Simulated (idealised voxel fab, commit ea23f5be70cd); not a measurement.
process module | voxel capacitor over wiring
cross-section cut | 295 nm wide | cells 5 nm
A cross-section is a grid of square cells, given in bands from the top down. A band is one or more rows of cells.
Each band's line starts with the height of the band's top and of its bottom, in nm. Then come its materials from left to right, each with its width in nm. One material with "throughout" fills the band from edge to edge. "air" is empty space.
Height 0 is the level under which the wafer as received is all one material. The lowest band goes on downwards, as in "0 down".
A width such as "30 to 40" changes by the same amount from each row of cells to the next, from the band's top row to its bottom row.
"no change" after a step means that no cell of the cross-section changed.
closed voids: empty space of 8 cells or more with no open way to the top, each as width x height at its distance from the left edge, in nm
after a step's settings: what the simulator itself notes on the step
overlay nm, on a step with a mask: how far to the right of its planned place the mask lay; to the left if negative
plan
1 op RECEIVE | material Si
2 op CONFORMAL_DEP | material SiO2 | thk nm 15
3 op CONFORMAL_DEP | material SiCN | thk nm 5
4 op DIRECTIONAL_DEP | material SiO2 | thk nm 20
5 op MASKED_ETCH | tone open | mask id METAL_1 | width nm 20 | pitch nm 85 | etch materials SiO2 | depth nm 20 | overlay nm 0
6 op MASKED_ETCH | tone open | mask id METAL_1 | width nm 20 | pitch nm 85 | etch materials SiCN | depth nm 5 | overlay nm 0
7 op CONFORMAL_DEP | material TiN | thk nm 5
8 op FILL_DEP | material Cu | thk nm 10
9 op CMP | height nm 40
10 op CONFORMAL_DEP | material SiCN | thk nm 5
11 op DIRECTIONAL_DEP | material SiO2 | thk nm 10
12 op DIRECTIONAL_DEP | material aC | thk nm 15
13 op PATTERN | tone open | mask id PLUG_1 | material resist | width nm 15 | thk nm 35 | overlay nm 0
14 op DIRECTIONAL_ETCH | etch materials aC | depth nm 15
15 op STRIP | etch materials resist
16 op DIRECTIONAL_ETCH | etch materials SiO2 | depth nm 10
17 op DIRECTIONAL_ETCH | etch materials SiCN | depth nm 5
18 op STRIP | etch materials aC
19 op EPI | material Ru | thk nm 10
20 op EPI | material Ru | thk nm 5
21 op DIRECTIONAL_DEP | material TiN | thk nm 10
22 op DIRECTIONAL_DEP | material SiN | thk nm 5
23 op DIRECTIONAL_DEP | material TiN | thk nm 5
24 op DIRECTIONAL_DEP | material aC | thk nm 15
25 op PATTERN | tone cover | mask id UPPER_PLATE | material resist | width nm 70 | thk nm 30 | overlay nm 0
26 op DIRECTIONAL_ETCH | etch materials aC | depth nm 15
27 op STRIP | etch materials resist
28 op DIRECTIONAL_ETCH | etch materials TiN | depth nm 5
29 op DIRECTIONAL_ETCH | etch materials SiN | depth nm 5
30 op STRIP | etch materials aC
31 op DIRECTIONAL_DEP | material aC | thk nm 15
32 op PATTERN | tone cover | mask id LOWER_PLATE | material resist | width nm 80 | thk nm 30 | overlay nm 0
33 op DIRECTIONAL_ETCH | etch materials aC | depth nm 15
34 op STRIP | etch materials resist
35 op DIRECTIONAL_ETCH | etch materials TiN | depth nm 10
36 op STRIP | etch materials aC
37 op FILL_DEP | material SiO2 | thk nm 15
38 op CMP | height nm 85
39 op DIRECTIONAL_DEP | material aC | thk nm 10
40 op PATTERN | tone open | mask id PLUG_2 | material resist | width nm 15 | thk nm 25 | overlay nm 0
41 op DIRECTIONAL_ETCH | etch materials aC | depth nm 10
42 op STRIP | etch materials resist
43 op DIRECTIONAL_ETCH | etch materials SiO2 | depth nm 10
44 op STRIP | etch materials aC
45 op CONFORMAL_DEP | material TiN | thk nm 5
46 op FILL_DEP | material Cu | thk nm 5
47 op CMP | height nm 85
48 op CONFORMAL_DEP | material SiN | thk nm 5
first wafer, as planned
as received, after step 1
  0 down: Si throughout
  closed voids: none
after step 2
  15 to 0: SiO2 throughout
  below 0: unchanged
after step 3
  20 to 15: SiCN throughout
  below 15: unchanged
after step 4
  40 to 20: SiO2 throughout
  below 20: unchanged
after step 5
  40 to 20: SiO2 95 | air 20 | SiO2 65 | air 20 | SiO2 95
  below 20: unchanged
after step 6
  40 to 20: SiO2 95 | air 20 | SiO2 65 | air 20 | SiO2 95
  20 to 15: SiCN 95 | air 20 | SiCN 65 | air 20 | SiCN 95
  below 15: unchanged
after step 7
  45 to 40: TiN 100 | air 10 | TiN 75 | air 10 | TiN 100
  40 to 20: SiO2 95 | TiN 5 | air 10 | TiN 5 | SiO2 65 | TiN 5 | air 10 | TiN 5 | SiO2 95
  20 to 15: SiCN 95 | TiN 20 | SiCN 65 | TiN 20 | SiCN 95
  below 15: unchanged
after step 8
  55 to 45: Cu throughout
  45 to 40: TiN 100 | Cu 10 | TiN 75 | Cu 10 | TiN 100
  40 to 20: SiO2 95 | TiN 5 | Cu 10 | TiN 5 | SiO2 65 | TiN 5 | Cu 10 | TiN 5 | SiO2 95
  below 20: unchanged
after step 9
  40 to 20: SiO2 95 | TiN 5 | Cu 10 | TiN 5 | SiO2 65 | TiN 5 | Cu 10 | TiN 5 | SiO2 95
  below 20: unchanged
after step 10
  45 to 40: SiCN throughout
  below 40: unchanged
after step 11
  55 to 45: SiO2 throughout
  below 45: unchanged
after step 12
  70 to 55: aC throughout
  below 55: unchanged
after step 13
  105 to 70: resist 100 | air 15 | resist 180
  below 70: unchanged
after step 14
  90 to 70: resist 100 | air 15 | resist 180
  70 to 55: aC 100 | air 15 | aC 180
  below 55: unchanged
after step 15
  70 to 55: aC 100 | air 15 | aC 180
  below 55: unchanged
after step 16
  70 to 55: aC 100 | air 15 | aC 180
  55 to 45: SiO2 100 | air 15 | SiO2 180
  below 45: unchanged
after step 17
  70 to 55: aC 100 | air 15 | aC 180
  55 to 45: SiO2 100 | air 15 | SiO2 180
  45 to 40: SiCN 100 | air 15 | SiCN 180
  below 40: unchanged
after step 18
  55 to 45: SiO2 100 | air 15 | SiO2 180
  below 45: unchanged
after step 19
  55 to 50: SiO2 100 | air 15 | SiO2 180
  50 to 45: SiO2 100 | Ru 15 | SiO2 180
  45 to 40: SiCN 100 | Ru 15 | SiCN 180
  below 40: unchanged
after step 20
  55 to 45: SiO2 100 | Ru 15 | SiO2 180
  below 45: unchanged
after step 21
  65 to 55: TiN throughout
  below 55: unchanged
after step 22
  70 to 65: SiN throughout
  below 65: unchanged
after step 23
  75 to 70: TiN throughout
  below 70: unchanged
after step 24
  90 to 75: aC throughout
  below 75: unchanged
after step 25
  120 to 90: air 100 | resist 70 | air 125
  below 90: unchanged
after step 26
  105 to 90: air 100 | resist 70 | air 125
  90 to 75: air 100 | aC 70 | air 125
  below 75: unchanged
after step 27
  90 to 75: air 100 | aC 70 | air 125
  below 75: unchanged
after step 28
  90 to 75: air 100 | aC 70 | air 125
  75 to 70: air 100 | TiN 70 | air 125
  below 70: unchanged
after step 29
  90 to 75: air 100 | aC 70 | air 125
  75 to 70: air 100 | TiN 70 | air 125
  70 to 65: air 100 | SiN 70 | air 125
  below 65: unchanged
after step 30
  75 to 70: air 100 | TiN 70 | air 125
  below 70: unchanged
after step 31
  90 to 80: air 100 | aC 70 | air 125
  80 to 75: aC throughout
  75 to 70: aC 100 | TiN 70 | aC 125
  70 to 65: aC 100 | SiN 70 | aC 125
  below 65: unchanged
after step 32
  120 to 90: air 95 | resist 80 | air 120
  90 to 80: air 95 | resist 5 | aC 70 | resist 5 | air 120
  below 80: unchanged
after step 33
  105 to 90: air 95 | resist 80 | air 120
  90 to 80: air 95 | resist 5 | aC 70 | resist 5 | air 120
  80 to 75: air 95 | aC 80 | air 120
  75 to 70: air 95 | aC 5 | TiN 70 | aC 5 | air 120
  70 to 65: air 95 | aC 5 | SiN 70 | aC 5 | air 120
  below 65: unchanged
after step 34
  90 to 80: air 100 | aC 70 | air 125
  below 80: unchanged
after step 35
  90 to 80: air 100 | aC 70 | air 125
  80 to 75: air 95 | aC 80 | air 120
  75 to 70: air 95 | aC 5 | TiN 70 | aC 5 | air 120
  70 to 65: air 95 | aC 5 | SiN 70 | aC 5 | air 120
  65 to 55: air 95 | TiN 80 | air 120
  below 55: unchanged
after step 36
  75 to 70: air 100 | TiN 70 | air 125
  70 to 65: air 100 | SiN 70 | air 125
  below 65: unchanged
after step 37
  90 to 75: SiO2 throughout
  75 to 70: SiO2 100 | TiN 70 | SiO2 125
  70 to 65: SiO2 100 | SiN 70 | SiO2 125
  65 to 55: SiO2 95 | TiN 80 | SiO2 120
  below 55: unchanged
after step 38
  85 to 75: SiO2 throughout
  below 75: unchanged
after step 39
  95 to 85: aC throughout
  below 85: unchanged
after step 40
  120 to 95: resist 110 | air 15 | resist 170
  below 95: unchanged
after step 41
  110 to 95: resist 110 | air 15 | resist 170
  95 to 85: aC 110 | air 15 | aC 170
  below 85: unchanged
after step 42
  95 to 85: aC 110 | air 15 | aC 170
  below 85: unchanged
after step 43
  95 to 85: aC 110 | air 15 | aC 170
  85 to 75: SiO2 110 | air 15 | SiO2 170
  below 75: unchanged
after step 44
  85 to 75: SiO2 110 | air 15 | SiO2 170
  below 75: unchanged
after step 45
  90 to 85: TiN 115 | air 5 | TiN 175
  85 to 80: SiO2 110 | TiN 5 | air 5 | TiN 5 | SiO2 170
  80 to 70: SiO2 110 to 100 | TiN 15 to 70 | SiO2 170 to 125
  below 70: unchanged
after step 46
  95 to 90: Cu throughout
  90 to 85: TiN 115 | Cu 5 | TiN 175
  85 to 80: SiO2 110 | TiN 5 | Cu 5 | TiN 5 | SiO2 170
  below 80: unchanged
after step 47
  85 to 80: SiO2 110 | TiN 5 | Cu 5 | TiN 5 | SiO2 170
  below 80: unchanged
after step 48
  90 to 85: SiN throughout
  below 85: unchanged
second wafer: like start, like plan, one mistake. Through step 46 it matches the first wafer
when step 47 should have ended
  80 to 70: SiO2 110 to 100 | TiN 15 to 70 | SiO2 170 to 125
  below 70: unchanged
when step 48 should have ended
  85 to 80: SiN throughout
  below 80: unchanged
what went wrong: step 47 ran as: op CMP | height nm 80
at the end the second wafer has, in cells: 1 fewer of Cu | 56 fewer of SiO2 | 2 fewer of TiN
